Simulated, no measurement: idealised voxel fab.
Name of the process module below: voxel self aligned vias
The width of the displayed cross-section, cut, is 295 nm; its cells are square, with a size of 5 nm.
This document writes a cross-section as a grid whose cells are square, and gives it as bands, listed from the top down; one or more rows of cells form a band.
Top height, bottom height, nm. Materials left to right, width each, nm. Single material + "throughout" = fills band edge to edge. "blank" = empty.
Height datum 0, below which the as-received substrate wafer is one material. Lowest band open at the bottom, running downward: "from 0 down".
Width: "30..40" (first number = top row, second number = bottom row, same change from row to row of cells).
"identical to before" means the step left every cell of the cross-section as it was.
What "Fully sealed cavities" gives you is every empty space of 8 cells or more that is cut off from the top. Each appears as width x height at distance, with the distance taken from the left edge and width, height and distance all in nm.
That trailing text on a step's line, after the settings, is the simulator's own remark on the step.
"overlay nm" answers the question of how far to the right of plan the mask lay on a step that has a mask, and when it is negative the answer is to the left.
### Process steps - plan
1: op RECEIVE | material Si
2: op CONFORMAL_DEP | material SiO2 | thk nm 15
3: op CONFORMAL_DEP | material SiCN | thk nm 5
4: op DIRECTIONAL_DEP | material SiO2 | thk nm 30
5: op PATTERN | tone open | mask id LINES | material resist | width nm 25 | pitch nm 60 | thk nm 20 | overlay nm 0
6: op DIRECTIONAL_ETCH | etch materials SiO2 | depth nm 30
7: op STRIP | etch materials resist
8: op CONFORMAL_DEP | material TiN | thk nm 5
9: op FILL_DEP | material W | thk nm 10
10: op CMP | height nm 50
11: op SELECTIVE_ETCH | etch materials W Ru TiN | depth nm 5
12: op FILL_DEP | material SiN | thk nm 10
13: op CMP | height nm 50
14: op DIRECTIONAL_DEP | material SiO2 | thk nm 15
15: op DIRECTIONAL_DEP | material aC | thk nm 15
16: op PATTERN | tone open | mask id VIAS | material resist | width nm 35 | pitch nm 60 | thk nm 30 | overlay nm 0
17: op DIRECTIONAL_ETCH | etch materials aC | depth nm 15
18: op STRIP | etch materials resist
19: op DIRECTIONAL_ETCH | etch materials SiO2 | depth nm 15
20: op DIRECTIONAL_ETCH | etch materials SiN | depth nm 5
21: op STRIP | etch materials aC
22: op CONFORMAL_DEP | material TiN | thk nm 5
23: op FILL_DEP | material Cu | thk nm 10
24: op CMP | height nm 65
25: op CONFORMAL_DEP | material SiN | thk nm 5
### Cross-section: wafer on arrival = after step 1
    from 0 down = Si throughout
    Fully sealed cavities: none
### End state of the module in cross-section, given the above starting point and plan and one mistake in execution
    from 70 to 65 = SiN throughout
    from 65 to 55 = SiO2=70  TiN=5  Cu=25  TiN=5  SiO2=25  TiN=5  Cu=25  TiN=5  SiO2=25  TiN=5  Cu=25  TiN=5  SiO2=70
    from 55 to 50 = SiO2=70  TiN=10  Cu=20  TiN=5  SiO2=25  TiN=10  Cu=20  TiN=5  SiO2=25  TiN=10  Cu=20  TiN=5  SiO2=70
    from 50 to 45 = SiO2=75  TiN=30  SiO2=30  TiN=30  SiO2=30  TiN=30  SiO2=70
    from 45 to 25 = SiO2=75  TiN=5  W=20  TiN=5  SiO2=30  TiN=5  W=20  TiN=5  SiO2=30  TiN=5  W=20  TiN=5  SiO2=70
    from 25 to 20 = SiO2=75  TiN=30  SiO2=30  TiN=30  SiO2=30  TiN=30  SiO2=70
    from 20 to 15 = SiCN throughout
    from 15 to 0 = SiO2 throughout
    from 0 down = Si throughout
    Fully sealed cavities: none
Finding, execution versus plan: step 5 ran differently from the plan; actual operation with settings: op PATTERN | tone open | mask id LINES | material resist | width nm 30 | pitch nm 60 | thk nm 20 | overlay nm 0
